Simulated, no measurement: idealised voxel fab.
process module | voxel transistor to metal
cross-section cut | 210 nm wide | cells 5 nm
A cross-section is a grid of square cells, given in bands from the top down. A band is one or more rows of cells.
Each band's line starts with the height of the band's top and of its bottom, in nm. Then come its materials from left to right, each with its width in nm. One material with "throughout" fills the band from edge to edge. "air" is empty space.
Height 0 is the level under which the wafer as received is all one material. The lowest band goes on downwards, as in "0 down".
A width such as "30 to 40" changes by the same amount from each row of cells to the next, from the band's top row to its bottom row.
"no change" after a step means that no cell of the cross-section changed.
closed voids: empty space of 8 cells or more with no open way to the top, each as width x height at its distance from the left edge, in nm
after a step's settings: what the simulator itself notes on the step
overlay nm, on a step with a mask: how far to the right of its planned place the mask lay; to the left if negative
plan
1 op RECEIVE | material Si
2 op OXIDIZE | depth nm 5
3 op CONFORMAL_DEP | material SiN | thk nm 15
4 op PATTERN | tone cover | mask id ACTIVE | material resist | width nm 115 | thk nm 15 | overlay nm 0
5 op DIRECTIONAL_ETCH | etch materials SiN | depth nm 15
6 op DIRECTIONAL_ETCH | etch materials SiO2 | depth nm 5
7 op DIRECTIONAL_ETCH | etch materials Si | depth nm 30
8 op STRIP | etch materials resist
9 op OXIDIZE | depth nm 5
10 op FILL_DEP | material SiO2 | thk nm 10
11 op CMP | height nm 15
12 op SELECTIVE_ETCH | etch materials SiO2 | depth nm 10
13 op STRIP | etch materials SiN
14 op SELECTIVE_ETCH | etch materials SiO2 | depth nm 5
15 op OXIDIZE | depth nm 5
16 op DIRECTIONAL_DEP | material polySi | thk nm 20
17 op DIRECTIONAL_DEP | material SiCN | thk nm 15
18 op DIRECTIONAL_DEP | material aC | thk nm 10
19 op PATTERN | tone cover | mask id GATE | material resist | width nm 25 | thk nm 25 | overlay nm 0
20 op DIRECTIONAL_ETCH | etch materials aC | depth nm 10
21 op STRIP | etch materials resist
22 op DIRECTIONAL_ETCH | etch materials SiCN | depth nm 25
23 op DIRECTIONAL_ETCH | etch materials polySi | depth nm 30
24 op STRIP | etch materials aC
25 op CONFORMAL_DEP | material SiO2 | thk nm 5
26 op DIRECTIONAL_ETCH | etch materials SiO2 | depth nm 5
27 op CONFORMAL_DEP | material SiN | thk nm 5
28 op DIRECTIONAL_ETCH | etch materials SiN | depth nm 5
29 op DIRECTIONAL_ETCH | etch materials SiO2 | depth nm 5
30 op DIRECTIONAL_ETCH | etch materials Si | depth nm 5
31 op EPI | material SiGe | thk nm 10
32 op FILL_DEP | material SiO2 | thk nm 5
33 op CMP | height nm 30
34 op DIRECTIONAL_DEP | material SiO2 | thk nm 10
35 op DIRECTIONAL_DEP | material aC | thk nm 10
36 op PATTERN | tone open | mask id CONTACT | material resist | width nm 35 | pitch nm 70 | thk nm 30 | overlay nm 0
37 op DIRECTIONAL_ETCH | etch materials aC | depth nm 10
38 op STRIP | etch materials resist
39 op DIRECTIONAL_ETCH | etch materials SiO2 | depth nm 45
40 op STRIP | etch materials aC
41 op CONFORMAL_DEP | material TiN | thk nm 5
42 op FILL_DEP | material Ru | thk nm 5
43 op CMP | height nm 40
44 op DIRECTIONAL_DEP | material TiN | thk nm 5
45 op DIRECTIONAL_DEP | material W | thk nm 15
46 op MASKED_ETCH | tone cover | mask id METAL_1 | width nm 20 | pitch nm 85 | etch materials W | depth nm 15 | overlay nm 0
47 op MASKED_ETCH | tone cover | mask id METAL_1 | width nm 20 | pitch nm 85 | etch materials TiN | depth nm 5 | overlay nm 0
48 op CONFORMAL_DEP | material SiN | thk nm 5
49 op FILL_DEP | material SiO2 | thk nm 10
50 op CMP | height nm 60
51 op CONFORMAL_DEP | material SiCN | thk nm 5
52 op DIRECTIONAL_DEP | material SiO2 | thk nm 25
53 op PATTERN | tone open | mask id METAL_2 | material resist | width nm 20 | pitch nm 85 | thk nm 20 | overlay nm 0
54 op DIRECTIONAL_ETCH | etch materials SiO2 | depth nm 15
55 op STRIP | etch materials resist
56 op PATTERN | tone open | mask id METAL_2_HOLES | material resist | width nm 15 | pitch nm 85 | thk nm 20 | overlay nm 0
57 op DIRECTIONAL_ETCH | etch materials SiO2 | depth nm 10
58 op DIRECTIONAL_ETCH | etch materials SiCN | depth nm 5
59 op STRIP | etch materials resist
60 op CONFORMAL_DEP | material TiN | thk nm 5
61 op FILL_DEP | material Cu | thk nm 5
62 op CMP | height nm 90
63 op CONFORMAL_DEP | material SiN | thk nm 5
as received, after step 1
  0 down: Si throughout
  closed voids: none
a wafer at the end: this start, this plan, one mistake
  95 to 90: SiN throughout
  90 to 80: SiO2 50 | TiN 5 | Cu 10 | TiN 5 | SiO2 65 | TiN 5 | Cu 10 | TiN 5 | SiO2 55
  80 to 75: SiO2 50 | TiN 5 | Cu 5 | TiN 10 | SiO2 65 | TiN 5 | Cu 5 | TiN 10 | SiO2 55
  75 to 65: SiO2 50 | TiN 5 | Cu 5 | TiN 5 | SiO2 70 | TiN 5 | Cu 5 | TiN 5 | SiO2 60
  65 to 60: SiCN 50 | TiN 15 | SiCN 70 | TiN 15 | SiCN 60
  60 to 50: W 50 | SiN 5 | SiO2 10 | SiN 5 | W 65 | SiN 5 | SiO2 10 | SiN 5 | W 55
  50 to 45: W 50 | SiN 20 | W 65 | SiN 20 | W 55
  45 to 40: TiN throughout
  40 to 30: SiO2 50 | TiN 5 | Ru 25 to 20 | TiN 5 to 10 | SiO2 35 | TiN 5 to 10 | Ru 25 to 20 | TiN 5 | SiO2 55
  30 to 15: SiO2 50 | TiN 5 | Ru 20 | TiN 5 | SiN 5 | SiO2 5 | SiCN 25 | SiO2 5 | SiN 5 | TiN 5 | Ru 20 | TiN 5 | SiO2 55
  15 to 5: SiO2 50 | TiN 5 | Ru 20 | TiN 5 | SiN 5 | SiO2 5 | polySi 25 | SiO2 5 | SiN 5 | TiN 5 | Ru 20 | TiN 5 | SiO2 55
  5 to 0: SiO2 50 | TiN 5 | Ru 10 | TiN 15 | SiN 5 | SiO2 5 | polySi 25 | SiO2 5 | SiN 5 | TiN 15 | Ru 10 | TiN 5 | SiO2 55
  0 to -5: SiO2 45 | SiN 5 | TiN 20 | SiGe 10 | SiN 5 | SiO2 5 | polySi 25 | SiO2 5 | SiN 5 | SiGe 10 | TiN 20 | SiN 5 | SiO2 50
  -5 to -10: SiO2 50 | SiGe 30 | SiO2 45 | SiGe 30 | SiO2 55
  -10 to -15: SiO2 50 | SiGe 30 | Si 45 | SiGe 30 | SiO2 55
  -15 to -40: SiO2 50 | Si 105 | SiO2 55
  -40 down: Si throughout
  closed voids: none
what went wrong: step 46 ran as: op MASKED_ETCH | tone open | mask id METAL_1 | width nm 20 | pitch nm 85 | etch materials W | depth nm 15 | overlay nm 0
